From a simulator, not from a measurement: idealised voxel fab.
The following is a process module called voxel wiring stack.
Cross-sectional view cut (width: 245 nm; square cell size: 5 nm).
The cross-sections in this document take the form of a grid made of square cells. They are written out as bands, in order from top to bottom. Each band consists of one or more rows of cells.
Band: top height; bottom height; in nm. Then, left to right: material with width in nm, for each material. "everywhere": a single material spanning edge to edge. "air": empty space.
Convention: height 0 is the level below which the wafer, as received, is all one material. The lowest band does not terminate at the bottom but continues downward, represented as "from 0 down".
Think of "30->40" as a width that walks from the first number to the second as you go down the band, top row to bottom row, taking equal-sized steps from row to row.
You'll sometimes find "no change" written for a step, and that's the way of saying that nowhere in the cross-section did a cell change during that step.
Empty spaces counting at least 8 cells and having no open way to the top are listed in "Closed void inventory". The notation width x height at distance is used for each, the distance being from the left edge and all three values in nm.
Whatever follows a step's settings on its line is a remark the simulator itself makes about that step.
A step's line can hold "overlay nm"; with a mask on that step, the setting says how far right of the planned place the mask lay, while a negative setting says it lay to the left.

The following list gives the planned process steps
1. RECEIVE [material Si]
2. CONFORMAL_DEP [material SiO2] [thk nm 10]
3. CONFORMAL_DEP [material SiN] [thk nm 5]
4. DIRECTIONAL_DEP [material SiO2] [thk nm 20]
5. DIRECTIONAL_DEP [material aC] [thk nm 10]
6. PATTERN [tone open] [mask id METAL_1] [material resist] [width nm 30] [pitch nm 55] [thk nm 25] [overlay nm 0]
7. DIRECTIONAL_ETCH [etch materials aC] [depth nm 10]
8. STRIP [etch materials resist]
9. DIRECTIONAL_ETCH [etch materials SiO2] [depth nm 20]
10. DIRECTIONAL_ETCH [etch materials SiN] [depth nm 5]
11. STRIP [etch materials aC]
12. CONFORMAL_DEP [material TiN] [thk nm 5]
13. FILL_DEP [material Ru] [thk nm 5]
14. CMP [height nm 35]
15. CONFORMAL_DEP [material SiCN] [thk nm 5]
16. DIRECTIONAL_DEP [material SiO2] [thk nm 10]
17. PATTERN [tone open] [mask id PLUG_1] [material resist] [width nm 15] [pitch nm 55] [thk nm 15] [overlay nm 0]
18. DIRECTIONAL_ETCH [etch materials SiO2] [depth nm 10]
19. DIRECTIONAL_ETCH [etch materials SiCN] [depth nm 5]
20. STRIP [etch materials resist]
21. EPI [material Ru] [thk nm 10]
22. EPI [material Ru] [thk nm 5]
23. DIRECTIONAL_DEP [material TiN] [thk nm 5]
24. DIRECTIONAL_DEP [material W] [thk nm 25]
25. MASKED_ETCH [tone cover] [mask id METAL_2] [width nm 30] [pitch nm 55] [etch materials W] [depth nm 25] [overlay nm 0]
26. MASKED_ETCH [tone cover] [mask id METAL_2] [width nm 30] [pitch nm 55] [etch materials TiN] [depth nm 5] [overlay nm 0]
27. CONFORMAL_DEP [material SiN] [thk nm 5]
28. FILL_DEP [material lowk] [thk nm 5]
29. CMP [height nm 80]
30. CONFORMAL_DEP [material SiCN] [thk nm 5]
31. DIRECTIONAL_DEP [material SiO2] [thk nm 10]
32. MASKED_ETCH [tone open] [mask id PLUG_2] [width nm 15] [pitch nm 55] [etch materials SiO2] [depth nm 10] [overlay nm 0]
33. MASKED_ETCH [tone open] [mask id PLUG_2] [width nm 15] [pitch nm 55] [etch materials SiCN] [depth nm 5] [overlay nm 0]
34. EPI [material Ru] [thk nm 10]
35. EPI [material Ru] [thk nm 5]
36. CONFORMAL_DEP [material SiCN] [thk nm 5]
37. DIRECTIONAL_DEP [material lowk] [thk nm 25]
38. MASKED_ETCH [tone open] [mask id METAL_3] [width nm 30] [pitch nm 55] [etch materials lowk] [depth nm 25] [overlay nm 0]
39. MASKED_ETCH [tone open] [mask id METAL_3] [width nm 30] [pitch nm 55] [etch materials SiCN] [depth nm 5] [overlay nm 0]
40. CONFORMAL_DEP [material TiN] [thk nm 5]
41. FILL_DEP [material W] [thk nm 10]
42. CMP [height nm 125]
43. CONFORMAL_DEP [material SiCN] [thk nm 5]

Step 1 complete: cross-section of the wafer as received
  from 0 down  Si everywhere
  Closed void inventory: none

This is how the wafer looks in cross-section once the module is done, given the starting state and plan above and one mistake in carrying the plan out
  from 130 to 125  SiCN everywhere
  from 125 to 100  80 nm lowk / 5 nm TiN / 20 nm W / 5 nm TiN / 25 nm lowk / 5 nm TiN / 20 nm W / 5 nm TiN / 80 nm lowk
  from 100 to 95  80 nm SiCN / 30 nm TiN / 25 nm SiCN / 30 nm TiN / 80 nm SiCN
  from 95 to 85  80 nm SiO2 / 15 nm Ru / 40 nm SiO2 / 15 nm Ru / 95 nm SiO2
  from 85 to 80  80 nm SiCN / 15 nm Ru / 40 nm SiCN / 15 nm Ru / 95 nm SiCN
  from 80 to 55  75 nm lowk / 5 nm SiN / 30 nm W / 5 nm SiN / 15 nm lowk / 5 nm SiN / 30 nm W / 5 nm SiN / 75 nm lowk
  from 55 to 50  80 nm SiN / 30 nm TiN / 25 nm SiN / 30 nm TiN / 80 nm SiN
  from 50 to 40  80 nm SiO2 / 15 nm Ru / 40 nm SiO2 / 15 nm Ru / 95 nm SiO2
  from 40 to 35  80 nm SiCN / 15 nm Ru / 40 nm SiCN / 15 nm Ru / 95 nm SiCN
  from 35 to 30  80 nm SiN / 30 nm TiN / 25 nm SiN / 30 nm TiN / 80 nm SiN
  from 30 to 10  SiN everywhere
  from 10 to 0  SiO2 everywhere
  from 0 down  Si everywhere
  Closed void inventory: none
Want to know what went wrong? step 4 deviated from plan and actually ran as DIRECTIONAL_DEP [material SiN] [thk nm 20]
